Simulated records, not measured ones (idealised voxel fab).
Documented hereafter: the process module known as voxel gate over fins.
For reference, the cross-section in this document is cut, with width 240 nm and square cells of 5 nm.
Cross-sections here: square-cell grids, written as top-down lists of bands, a band being one or more rows of cells.
The band entry comprises the height of the band's top followed by the height of its bottom, expressed in nm, and subsequently the band's materials from left to right, each stated together with its width in nm. Where a single material is marked with the word "throughout", that material fills the band from edge to edge. The word "blank" represents empty space.
Note: height 0 marks the level under which the wafer is uniformly one material as received. Lowest band unbounded below, written "0 -> down".
When a width is written as two numbers, as in "30->40", the first number is the width in the top row of cells of the band and the second is the width in its bottom row, and the width changes by the same amount from each row to the next.
Where a step carries "identical to before", the cross-section came out of it unchanged, cell for cell.
"Closed cavity list": sealed empty spaces, 8 cells or more, no open way to top, listed width x height at distance, with distance from the left edge and width, height and distance in nm.
Text after the settings on a step's line: the simulator's own remark on that step.
Each step line may optionally specify "overlay nm", which for a step with a mask gives the rightward distance between the mask's planned place and where it lay, a negative value indicating the leftward direction.
Guide to the pairs. Each holds a before and an after cross-section around one process step; the after cross-section is cut off at the lowest band that changed. Look under the pair for the step between them and its settings. Pairs can come from different runs of this module on the same starting wafer, so a pair follows on from the one above it only where its entry headed "State on entry" says it does.

**State on entry**
> 5 -> 0 = blank: 45; SiN: 15; blank: 25; SiN: 15; blank: 25; SiN: 15; blank: 25; SiN: 15; blank: 60
> 0 -> -30 = blank: 45; SiO2: 5; Si: 5; SiO2: 5; blank: 25; SiO2: 5; Si: 5; SiO2: 5; blank: 25; SiO2: 5; Si: 5; SiO2: 5; blank: 25; SiO2: 5; Si: 5; SiO2: 5; blank: 60
> -30 -> -35 = SiO2: 50; Si: 5; SiO2: 35; Si: 5; SiO2: 35; Si: 5; SiO2: 35; Si: 5; SiO2: 65
> -35 -> down = Si throughout
> Closed cavity list: none

**Section, Post-Step**
> 20 -> 5 = SiO2 throughout
> 5 -> 0 = SiO2: 45; SiN: 15; SiO2: 25; SiN: 15; SiO2: 25; SiN: 15; SiO2: 25; SiN: 15; SiO2: 60
> 0 -> -35 = SiO2: 50; Si: 5; SiO2: 35; Si: 5; SiO2: 35; Si: 5; SiO2: 35; Si: 5; SiO2: 65
> At heights below -35, the structure remains unaltered.
> Closed cavity list: none
Step between the cross-sections above: FILL_DEP [material SiO2] [thk nm 15]

State on entry: it's just the after picture from the pair right above this one.

**Section, Post-Step**
> 5 -> 0 = SiO2: 45; SiN: 15; SiO2: 25; SiN: 15; SiO2: 25; SiN: 15; SiO2: 25; SiN: 15; SiO2: 60
> At heights below 0, the structure remains unaltered.
> Closed cavity list: none
Step between the cross-sections above: CMP [height nm 5]

State on entry: it's just the after picture from the pair right above this one.

**Section, Post-Step**
> 5 -> 0 = blank: 45; SiN: 15; blank: 25; SiN: 15; blank: 25; SiN: 15; blank: 25; SiN: 15; blank: 60
> 0 -> -10 = blank: 50; Si: 5; blank: 35; Si: 5; blank: 35; Si: 5; blank: 35; Si: 5; blank: 65
> At heights below -10, the structure remains unaltered.
> Closed cavity list: none
Step between the cross-sections above: SELECTIVE_ETCH [etch materials SiO2] [depth nm 15]

State on entry: it's just the after picture from the pair right above this one.

**Section, Post-Step**
> 0 -> -10 = blank: 50; Si: 5; blank: 35; Si: 5; blank: 35; Si: 5; blank: 35; Si: 5; blank: 65
> At heights below -10, the structure remains unaltered.
> Closed cavity list: none
Step between the cross-sections above: STRIP [etch materials SiN]

State on entry: it's just the after picture from the pair right above this one.

**Section, Post-Step**
> 5 -> 0 = blank: 45; HfO2: 15; blank: 25; HfO2: 15; blank: 25; HfO2: 15; blank: 25; HfO2: 15; blank: 60
> 0 -> -5 = blank: 45; HfO2: 5; Si: 5; HfO2: 5; blank: 25; HfO2: 5; Si: 5; HfO2: 5; blank: 25; HfO2: 5; Si: 5; HfO2: 5; blank: 25; HfO2: 5; Si: 5; HfO2: 5; blank: 60
> -5 -> -10 = HfO2: 50; Si: 5; HfO2: 35; Si: 5; HfO2: 35; Si: 5; HfO2: 35; Si: 5; HfO2: 65
> At heights below -10, the structure remains unaltered.
> Closed cavity list: none
Step between the cross-sections above: CONFORMAL_DEP [material HfO2] [thk nm 5]

State on entry: it's just the after picture from the pair right above this one.

**Section, Post-Step**
> 10 -> 5 = blank: 40; TiN: 25; blank: 15; TiN: 25; blank: 15; TiN: 25; blank: 15; TiN: 25; blank: 55
> 5 -> 0 = blank: 40; TiN: 5; HfO2: 15; TiN: 5; blank: 15; TiN: 5; HfO2: 15; TiN: 5; blank: 15; TiN: 5; HfO2: 15; TiN: 5; blank: 15; TiN: 5; HfO2: 15; TiN: 5; blank: 55
> 0 -> -5 = TiN: 45; HfO2: 5; Si: 5; HfO2: 5; TiN: 25; HfO2: 5; Si: 5; HfO2: 5; TiN: 25; HfO2: 5; Si: 5; HfO2: 5; TiN: 25; HfO2: 5; Si: 5; HfO2: 5; TiN: 60
> At heights below -5, the structure remains unaltered.
> Closed cavity list: none
Step between the cross-sections above: CONFORMAL_DEP [material TiN] [thk nm 5]

State on entry: it's just the after picture from the pair right above this one.

**Section, Post-Step**
> 20 -> 10 = W throughout
> 10 -> 5 = W: 40; TiN: 25; W: 15; TiN: 25; W: 15; TiN: 25; W: 15; TiN: 25; W: 55
> 5 -> 0 = W: 40; TiN: 5; HfO2: 15; TiN: 5; W: 15; TiN: 5; HfO2: 15; TiN: 5; W: 15; TiN: 5; HfO2: 15; TiN: 5; W: 15; TiN: 5; HfO2: 15; TiN: 5; W: 55
> At heights below 0, the structure remains unaltered.
> Closed cavity list: none
Step between the cross-sections above: FILL_DEP [material W] [thk nm 10]

State on entry: it's just the after picture from the pair right above this one.

**Section, Post-Step**
> 15 -> 10 = W throughout
> At heights below 10, the structure remains unaltered.
> Closed cavity list: none
Step between the cross-sections above: CMP [height nm 15]

State on entry: it's just the after picture from the pair right above this one.

**Section, Post-Step**
> 20 -> 15 = SiN throughout
> At heights below 15, the structure remains unaltered.
> Closed cavity list: none
Step between the cross-sections above: CONFORMAL_DEP [material SiN] [thk nm 5]

**State on entry**
> 15 -> 10 = W throughout
> 10 -> 5 = W: 45; TiN: 25; W: 15; TiN: 25; W: 15; TiN: 25; W: 15; TiN: 25; W: 50
> 5 -> 0 = W: 45; TiN: 5; HfO2: 15; TiN: 5; W: 15; TiN: 5; HfO2: 15; TiN: 5; W: 15; TiN: 5; HfO2: 15; TiN: 5; W: 15; TiN: 5; HfO2: 15; TiN: 5; W: 50
> 0 -> -5 = TiN: 50; HfO2: 5; Si: 5; HfO2: 5; TiN: 25; HfO2: 5; Si: 5; HfO2: 5; TiN: 25; HfO2: 5; Si: 5; HfO2: 5; TiN: 25; HfO2: 5; Si: 5; HfO2: 5; TiN: 55
> -5 -> -10 = HfO2: 55; Si: 5; HfO2: 35; Si: 5; HfO2: 35; Si: 5; HfO2: 35; Si: 5; HfO2: 60
> -10 -> -35 = SiO2: 55; Si: 5; SiO2: 35; Si: 5; SiO2: 35; Si: 5; SiO2: 35; Si: 5; SiO2: 60
> -35 -> down = Si throughout
> Closed cavity list: none

**Section, Post-Step**
> 20 -> 10 = W throughout
> At heights below 10, the structure remains unaltered.
> Closed cavity list: none
Step between the cross-sections above: CONFORMAL_DEP [material W] [thk nm 5]

**State on entry**
> 5 -> 0 = SiN throughout
> 0 -> down = Si throughout
> Closed cavity list: none

**Section, Post-Step**
> 20 -> 5 = resist: 50; blank: 15; resist: 25; blank: 15; resist: 25; blank: 15; resist: 25; blank: 15; resist: 55
> At heights below 5, the structure remains unaltered.
> Closed cavity list: none
Step between the cross-sections above: PATTERN [tone open] [mask id FINS] [material resist] [width nm 15] [pitch nm 40] [thk nm 15] [overlay nm 0]

State on entry: it's just the after picture from the pair right above this one.

**Section, Post-Step**
> 20 -> 5 = resist: 50; blank: 15; resist: 25; blank: 15; resist: 25; blank: 15; resist: 25; blank: 15; resist: 55
> 5 -> 0 = SiN: 50; blank: 15; SiN: 25; blank: 15; SiN: 25; blank: 15; SiN: 25; blank: 15; SiN: 55
> At heights below 0, the structure remains unaltered.
> Closed cavity list: none
Step between the cross-sections above: DIRECTIONAL_ETCH [etch materials SiN] [depth nm 5]

State on entry: it's just the after picture from the pair right above this one.

**Section, Post-Step**
> 20 -> 5 = resist: 50; blank: 15; resist: 25; blank: 15; resist: 25; blank: 15; resist: 25; blank: 15; resist: 55
> 5 -> 0 = SiN: 50; blank: 15; SiN: 25; blank: 15; SiN: 25; blank: 15; SiN: 25; blank: 15; SiN: 55
> 0 -> -30 = Si: 50; blank: 15; Si: 25; blank: 15; Si: 25; blank: 15; Si: 25; blank: 15; Si: 55
> At heights below -30, the structure remains unaltered.
> Closed cavity list: none
Step between the cross-sections above: DIRECTIONAL_ETCH [etch materials Si] [depth nm 30]

State on entry: it's just the after picture from the pair right above this one.

**Section, Post-Step**
> 5 -> 0 = SiN: 50; blank: 15; SiN: 25; blank: 15; SiN: 25; blank: 15; SiN: 25; blank: 15; SiN: 55
> At heights below 0, the structure remains unaltered.
> Closed cavity list: none
Step between the cross-sections above: STRIP [etch materials resist]

State on entry: it's just the after picture from the pair right above this one.

**Section, Post-Step**
> 5 -> 0 = SiN: 50; blank: 15; SiN: 25; blank: 15; SiN: 25; blank: 15; SiN: 25; blank: 15; SiN: 55
> 0 -> -30 = Si: 45; SiO2: 5; blank: 15; SiO2: 5; Si: 15; SiO2: 5; blank: 15; SiO2: 5; Si: 15; SiO2: 5; blank: 15; SiO2: 5; Si: 15; SiO2: 5; blank: 15; SiO2: 5; Si: 50
> -30 -> -35 = Si: 45; SiO2: 25; Si: 15; SiO2: 25; Si: 15; SiO2: 25; Si: 15; SiO2: 25; Si: 50
> At heights below -35, the structure remains unaltered.
> Closed cavity list: none
Step between the cross-sections above: OXIDIZE [depth nm 5]

State on entry: it's just the after picture from the pair right above this one.

**Section, Post-Step**
> 20 -> 5 = SiO2 throughout
> 5 -> 0 = SiN: 50; SiO2: 15; SiN: 25; SiO2: 15; SiN: 25; SiO2: 15; SiN: 25; SiO2: 15; SiN: 55
> 0 -> -35 = Si: 45; SiO2: 25; Si: 15; SiO2: 25; Si: 15; SiO2: 25; Si: 15; SiO2: 25; Si: 50
> At heights below -35, the structure remains unaltered.
> Closed cavity list: none
Step between the cross-sections above: FILL_DEP [material SiO2] [thk nm 15]

State on entry: it's just the after picture from the pair right above this one.

**Section, Post-Step**
> 5 -> 0 = SiN: 50; SiO2: 15; SiN: 25; SiO2: 15; SiN: 25; SiO2: 15; SiN: 25; SiO2: 15; SiN: 55
> At heights below 0, the structure remains unaltered.
> Closed cavity list: none
Step between the cross-sections above: CMP [height nm 5]

State on entry: it's just the after picture from the pair right above this one.

**Section, Post-Step**
> 5 -> 0 = SiN: 50; blank: 15; SiN: 25; blank: 15; SiN: 25; blank: 15; SiN: 25; blank: 15; SiN: 55
> 0 -> -10 = Si: 45; blank: 25; Si: 15; blank: 25; Si: 15; blank: 25; Si: 15; blank: 25; Si: 50
> At heights below -10, the structure remains unaltered.
> Closed cavity list: none
Step between the cross-sections above: SELECTIVE_ETCH [etch materials SiO2] [depth nm 15]

State on entry: it's just the after picture from the pair right above this one.

**Section, Post-Step**
> 0 -> -10 = Si: 45; blank: 25; Si: 15; blank: 25; Si: 15; blank: 25; Si: 15; blank: 25; Si: 50
> At heights below -10, the structure remains unaltered.
> Closed cavity list: none
Step between the cross-sections above: STRIP [etch materials SiN]

State on entry: it's just the after picture from the pair right above this one.

**Section, Post-Step**
> 5 -> 0 = HfO2: 50; blank: 15; HfO2: 25; blank: 15; HfO2: 25; blank: 15; HfO2: 25; blank: 15; HfO2: 55
> 0 -> -5 = Si: 45; HfO2: 5; blank: 15; HfO2: 5; Si: 15; HfO2: 5; blank: 15; HfO2: 5; Si: 15; HfO2: 5; blank: 15; HfO2: 5; Si: 15; HfO2: 5; blank: 15; HfO2: 5; Si: 50
> -5 -> -10 = Si: 45; HfO2: 25; Si: 15; HfO2: 25; Si: 15; HfO2: 25; Si: 15; HfO2: 25; Si: 50
> At heights below -10, the structure remains unaltered.
> Closed cavity list: none
Step between the cross-sections above: CONFORMAL_DEP [material HfO2] [thk nm 5]

State on entry: it's just the after picture from the pair right above this one.

**Section, Post-Step**
> 10 -> 5 = TiN: 55; blank: 5; TiN: 35; blank: 5; TiN: 35; blank: 5; TiN: 35; blank: 5; TiN: 60
> 5 -> 0 = HfO2: 50; TiN: 5; blank: 5; TiN: 5; HfO2: 25; TiN: 5; blank: 5; TiN: 5; HfO2: 25; TiN: 5; blank: 5; TiN: 5; HfO2: 25; TiN: 5; blank: 5; TiN: 5; HfO2: 55
> 0 -> -5 = Si: 45; HfO2: 5; TiN: 15; HfO2: 5; Si: 15; HfO2: 5; TiN: 15; HfO2: 5; Si: 15; HfO2: 5; TiN: 15; HfO2: 5; Si: 15; HfO2: 5; TiN: 15; HfO2: 5; Si: 50
> At heights below -5, the structure remains unaltered.
> Closed cavity list: none
Step between the cross-sections above: CONFORMAL_DEP [material TiN] [thk nm 5]

State on entry: it's just the after picture from the pair right above this one.

**Section, Post-Step**
> 20 -> 10 = W throughout
> 10 -> 5 = TiN: 55; W: 5; TiN: 35; W: 5; TiN: 35; W: 5; TiN: 35; W: 5; TiN: 60
> 5 -> 0 = HfO2: 50; TiN: 5; W: 5; TiN: 5; HfO2: 25; TiN: 5; W: 5; TiN: 5; HfO2: 25; TiN: 5; W: 5; TiN: 5; HfO2: 25; TiN: 5; W: 5; TiN: 5; HfO2: 55
> At heights below 0, the structure remains unaltered.
> Closed cavity list: none
Step between the cross-sections above: FILL_DEP [material W] [thk nm 10]

State on entry: it's just the after picture from the pair right above this one.

**Section, Post-Step**
> 15 -> 10 = W throughout
> At heights below 10, the structure remains unaltered.
> Closed cavity list: none
Step between the cross-sections above: CMP [height nm 15]

State on entry: it's just the after picture from the pair right above this one.

**Section, Post-Step**
> 20 -> 15 = SiN throughout
> At heights below 15, the structure remains unaltered.
> Closed cavity list: none
Step between the cross-sections above: CONFORMAL_DEP [material SiN] [thk nm 5]
